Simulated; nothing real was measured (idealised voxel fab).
The process module presented herein is designated voxel self aligned contacts.
Shown is cross-section cut, with a width of 250 nm and square cells of size 5 nm.
Cross-section format: a grid of square cells, given as bands from top to bottom; each band is one or more rows of cells.
Top height, bottom height, nm. Materials left to right, width each, nm. Single material + "everywhere" = fills band edge to edge. "empty" = empty.
Ref level 0: as-received wafer is one material below here. Bottom band extends down with no lower bound ("top 0, no bottom").
You'd read "30 to 40" like this: the band's top row of cells is as wide as the first number, its bottom row is as wide as the second, and going down, every row changes width by the same amount as the row before did.
"identical to before", as given for a step, is the statement that not any cell of the cross-section underwent a change during that step.
In "Entrapped voids" the enclosed voids are listed, meaning empty spaces of 8 cells or larger without any opening to the top. The form is width x height at distance, distance from the left edge, units nm.
after a step's settings: what the simulator itself notes on the step
What "overlay nm" on a step's line means: if the step has a mask, that mask lay this far to the right of its planned place, or, when the value is negative, to the left.

The process steps that were planned are listed below
step 1: RECEIVE | material Si
step 2: OXIDIZE | depth nm 5
step 3: DIRECTIONAL_DEP | material polySi | thk nm 25
step 4: DIRECTIONAL_DEP | material SiN | thk nm 25
step 5: DIRECTIONAL_DEP | material aC | thk nm 15
step 6: PATTERN | tone cover | mask id GATE | material resist | width nm 35 | pitch nm 75 | thk nm 35 | overlay nm 0
step 7: DIRECTIONAL_ETCH | etch materials aC | depth nm 15
step 8: STRIP | etch materials resist
step 9: DIRECTIONAL_ETCH | etch materials SiN | depth nm 25
step 10: DIRECTIONAL_ETCH | etch materials polySi | depth nm 15
step 11: STRIP | etch materials aC
step 12: CONFORMAL_DEP | material SiN | thk nm 10
step 13: DIRECTIONAL_ETCH | etch materials SiN | depth nm 10
step 14: FILL_DEP | material SiO2 | thk nm 15
step 15: CMP | height nm 55
step 16: MASKED_ETCH | tone open | mask id CONTACT | width nm 60 | etch materials SiO2 | depth nm 60 | overlay nm 0
step 17: CONFORMAL_DEP | material TiN | thk nm 5
step 18: FILL_DEP | material Ru | thk nm 5
step 19: CMP | height nm 55
step 20: CONFORMAL_DEP | material SiN | thk nm 5
Across this set of wafers, the varied parameter is the depth nm of step 10. Starting conditions are identical for every wafer, and the plan reports the value assigned to the first wafer.

Incoming state of the first of several wafers in cross-section: after step 1
top 0, no bottom: Si everywhere
Entrapped voids: none

The table below has one row for each wafer; a row shows, as of the end of the module, how many cells of each material the wafer has gained, marked (+), or lost, marked (-), since it was received, and then the wafer's closed voids
depth nm 15; +16 Ru; -50 Si; +184 SiN; +280 SiO2; +28 TiN; +142 polySi; Entrapped voids: none
depth nm 20; +18 Ru; -50 Si; +192 SiN; +304 SiO2; +30 TiN; +106 polySi; Entrapped voids: none
depth nm 25; +22 Ru; -50 Si; +200 SiN; +324 SiO2; +34 TiN; +70 polySi; Entrapped voids: none
depth nm 30; +22 Ru; -50 Si; +200 SiN; +324 SiO2; +34 TiN; +70 polySi; Entrapped voids: none
depth nm 35; +22 Ru; -50 Si; +200 SiN; +324 SiO2; +34 TiN; +70 polySi; Entrapped voids: none
depth nm 40; +22 Ru; -50 Si; +200 SiN; +324 SiO2; +34 TiN; +70 polySi; Entrapped voids: none
